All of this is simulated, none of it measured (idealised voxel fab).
process module | voxel tone inversion
cross-section cut | 245 nm wide | cells 5 nm
A cross-section is a grid of square cells, given in bands from the top down. A band is one or more rows of cells.
Each band's line starts with the height of the band's top and of its bottom, in nm. Then come its materials from left to right, each with its width in nm. One material with "throughout" fills the band from edge to edge. "air" is empty space.
Height 0 is the level under which the wafer as received is all one material. The lowest band goes on downwards, as in "0 down".
A width such as "30 to 40" changes by the same amount from each row of cells to the next, from the band's top row to its bottom row.
"no change" after a step means that no cell of the cross-section changed.
closed voids: empty space of 8 cells or more with no open way to the top, each as width x height at its distance from the left edge, in nm
after a step's settings: what the simulator itself notes on the step
overlay nm, on a step with a mask: how far to the right of its planned place the mask lay; to the left if negative
plan
1 op RECEIVE | material Si
2 op CONFORMAL_DEP | material SiN | thk nm 10
3 op DIRECTIONAL_DEP | material polySi | thk nm 15
4 op PATTERN | tone cover | mask id POSTS | material resist | width nm 20 | pitch nm 45 | thk nm 20 | overlay nm 0
5 op DIRECTIONAL_ETCH | etch materials polySi | depth nm 15
6 op STRIP | etch materials resist
7 op FILL_DEP | material SiO2 | thk nm 10
8 op CMP | height nm 25
9 op STRIP | etch materials polySi
10 op CONFORMAL_DEP | material TiN | thk nm 5
11 op FILL_DEP | material Cu | thk nm 5
12 op CMP | height nm 25
13 op CONFORMAL_DEP | material SiCN | thk nm 5
as received, after step 1
  0 down: Si throughout
  closed voids: none
first wafer at the end, as planned
  30 to 25: SiCN throughout
  25 to 15: SiO2 65 | TiN 5 | Cu 10 | TiN 5 | SiO2 25 | TiN 5 | Cu 10 | TiN 5 | SiO2 25 | TiN 5 | Cu 10 | TiN 5 | SiO2 70
  15 to 10: SiO2 65 | TiN 20 | SiO2 25 | TiN 20 | SiO2 25 | TiN 20 | SiO2 70
  10 to 0: SiN throughout
  0 down: Si throughout
  closed voids: none
second wafer at the end: like start, like plan, one mistake
  30 to 25: SiCN throughout
  25 to 15: SiN throughout
  15 to 0: polySi throughout
  0 down: Si throughout
  closed voids: none
what went wrong: steps 2 and 3 were swapped
at the end the second wafer has, in cells: 12 fewer of Cu | 111 fewer of SiO2 | 24 fewer of TiN | 147 more of polySi
